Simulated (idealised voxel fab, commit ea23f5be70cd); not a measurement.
You're looking at the process module voxel plated lines.
We display cut, a cross-section 225 nm in width whose square cells are each 5 nm.
In what follows, cross-sections appear as grids of square cells, described through bands that run from the top down, where every band is one or more rows of cells.
A band entry consists of two parts. The first gives the height of the band's top and the height of its bottom, in nm. The rest lists the band's materials from left to right, each with its width in nm. A single material labelled with the word "all across" fills the band from edge to edge, and the word "empty" marks empty space.
Height datum 0, below which the as-received substrate wafer is one material. Lowest band open at the bottom, running downward: "from 0 down".
Width spec "30->40" -> top row of cells at first value, bottom row at second value, equal per-row change in between.
What does "changes: none" mean for a step? It means no cell of the cross-section changed in that step.
Entry "Closed empty spaces" = empty spaces >= 8 cells with no open way to the top; each as width x height at distance, distance from left edge, all nm.
Heads up: the bit after the settings on a step's line is the simulator's remark on that step.
overlay nm: how far to the right of its planned place the mask lay on this masked step (negative: to the left).
**The following list gives the planned process steps**
step 1: RECEIVE,material Si
step 2: CONFORMAL_DEP,material Al2O3,thk nm 15
step 3: DIRECTIONAL_DEP,material TiN,thk nm 5
step 4: PATTERN,tone open,mask id LINES,material resist,width nm 20,pitch nm 45,thk nm 30,overlay nm 0
step 5: EPI,material Ru,thk nm 5
step 6: EPI,material Ru,thk nm 10
step 7: STRIP,etch materials resist
step 8: DIRECTIONAL_ETCH,etch materials TiN,depth nm 5
step 9: CONFORMAL_DEP,material SiN,thk nm 5
**As-received wafer cross-section (after step 1)**
from 0 down | Si all across
Closed empty spaces: none
**Here's the cross-section of the first of our two wafers at the end of the module - it ran as planned**
from 40 to 35 | empty 30 nm  SiN 30 nm  empty 15 nm  SiN 30 nm  empty 15 nm  SiN 30 nm  empty 15 nm  SiN 30 nm  empty 30 nm
from 35 to 20 | empty 30 nm  SiN 5 nm  Ru 20 nm  SiN 5 nm  empty 15 nm  SiN 5 nm  Ru 20 nm  SiN 5 nm  empty 15 nm  SiN 5 nm  Ru 20 nm  SiN 5 nm  empty 15 nm  SiN 5 nm  Ru 20 nm  SiN 5 nm  empty 30 nm
from 20 to 15 | SiN 35 nm  TiN 20 nm  SiN 25 nm  TiN 20 nm  SiN 25 nm  TiN 20 nm  SiN 25 nm  TiN 20 nm  SiN 35 nm
from 15 to 0 | Al2O3 all across
from 0 down | Si all across
Closed empty spaces: none
**Presented here is a cross-section of the second of the two wafers as it stood at the end of the module. It was started in the same manner and assigned the same plan as the first wafer; however, one mistake was made in its execution**
from 40 to 35 | empty 25 nm  SiN 40 nm  empty 5 nm  SiN 40 nm  empty 5 nm  SiN 40 nm  empty 5 nm  SiN 40 nm  empty 25 nm
from 35 to 20 | empty 25 nm  SiN 5 nm  Ru 30 nm  SiN 5 nm  empty 5 nm  SiN 5 nm  Ru 30 nm  SiN 5 nm  empty 5 nm  SiN 5 nm  Ru 30 nm  SiN 5 nm  empty 5 nm  SiN 5 nm  Ru 30 nm  SiN 5 nm  empty 25 nm
from 20 to 15 | SiN 30 nm  TiN 30 nm  SiN 15 nm  TiN 30 nm  SiN 15 nm  TiN 30 nm  SiN 15 nm  TiN 30 nm  SiN 30 nm
from 15 to 0 | Al2O3 all across
from 0 down | Si all across
Closed empty spaces: none
The plan and the run diverged here: step 4 ran as: PATTERN,tone open,mask id LINES,material resist,width nm 30,pitch nm 45,thk nm 30,overlay nm 0
Counted in cells at the end, the second wafer holds more or fewer of these materials than the first: +24 Ru; +8 TiN
